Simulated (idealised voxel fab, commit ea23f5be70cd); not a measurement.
Proc. module: voxel released beams
In the cross-section labelled cut, the width is 205 nm and each square cell is 5 nm.
Cross-section spec: square-cell grid; bands listed top down; each band is one or more rows.
For a band, the entry starts with two heights in nm, that of the top and then that of the bottom, and carries on with the band's materials in order from left to right, each alongside its width in nm; the word "everywhere" beside a single material means it fills the band edge to edge, and "air" means empty space.
Height reference: 0 = level under which incoming wafer is all one material. Lowest band: no bottom, runs on downward, e.g. "from 0 down".
Width "30->40": first value at the band's top row of cells, second value at its bottom row, equal change from row to row.
Take "changes: none" at face value: in the step it is given for, the cross-section changed in none of its cells.
Voids not open to the top, 8 cells minimum: see "Unvented voids". Written width x height at distance; distance is from the left edge; nm.
If you see something after the settings on a step's line, that's the simulator's own remark about that step.
For masked steps, "overlay nm" on the step line gives how far right of plan the mask actually lay; a minus sign means it lay to the left.

### Steps in the process plan
1) RECEIVE | material Si
2) CONFORMAL_DEP | material Al2O3 | thk nm 10
3) DIRECTIONAL_DEP | material SiO2 | thk nm 10
4) PATTERN | tone open | mask id ANCHOR | material resist | width nm 35 | thk nm 20 | overlay nm 0
5) DIRECTIONAL_ETCH | etch materials SiO2 | depth nm 20
6) STRIP | etch materials resist
7) CONFORMAL_DEP | material SiN | thk nm 10
8) PATTERN | tone cover | mask id BEAM | material resist | width nm 110 | thk nm 15 | overlay nm 0
9) DIRECTIONAL_ETCH | etch materials SiN | depth nm 10
10) STRIP | etch materials resist
11) STRIP | etch materials SiO2
Quick note for whoever runs this: the wafers start identical, but the thk nm at step 3 isn't the same across them. The plan just shows what the first wafer had.

### Cross-section of the first incoming wafer of several, state after step 1
> from 0 down: Si everywhere
> Unvented voids: none

### Cross-section of the first of several wafers, taken after step 11, where the module ends
> from 30 to 20: 45 nm air; 15 nm SiN; 15 nm air; 80 nm SiN; 50 nm air
> from 20 to 10: 50 nm air; 35 nm SiN; 120 nm air
> from 10 to 0: Al2O3 everywhere
> from 0 down: Si everywhere
> Unvented voids: none

### Showing the last wafer in cross-section at the end of the module
> from 10 to 0: Al2O3 everywhere
> from 0 down: Si everywhere
> Unvented voids: none

### Below: a row per wafer. Contents at end of module: for every material, cells gained since receipt (+) or lost since receipt (-); then closed voids
thk nm 10 | +82 Al2O3 | +52 SiN | Unvented voids: none
thk nm 15 | +82 Al2O3 | +56 SiN | Unvented voids: none
thk nm 20 | +82 Al2O3 | +60 SiN | Unvented voids: none
thk nm 25 | +82 Al2O3 | Unvented voids: none
thk nm 30 | +82 Al2O3 | Unvented voids: none
thk nm 35 | +82 Al2O3 | Unvented voids: none
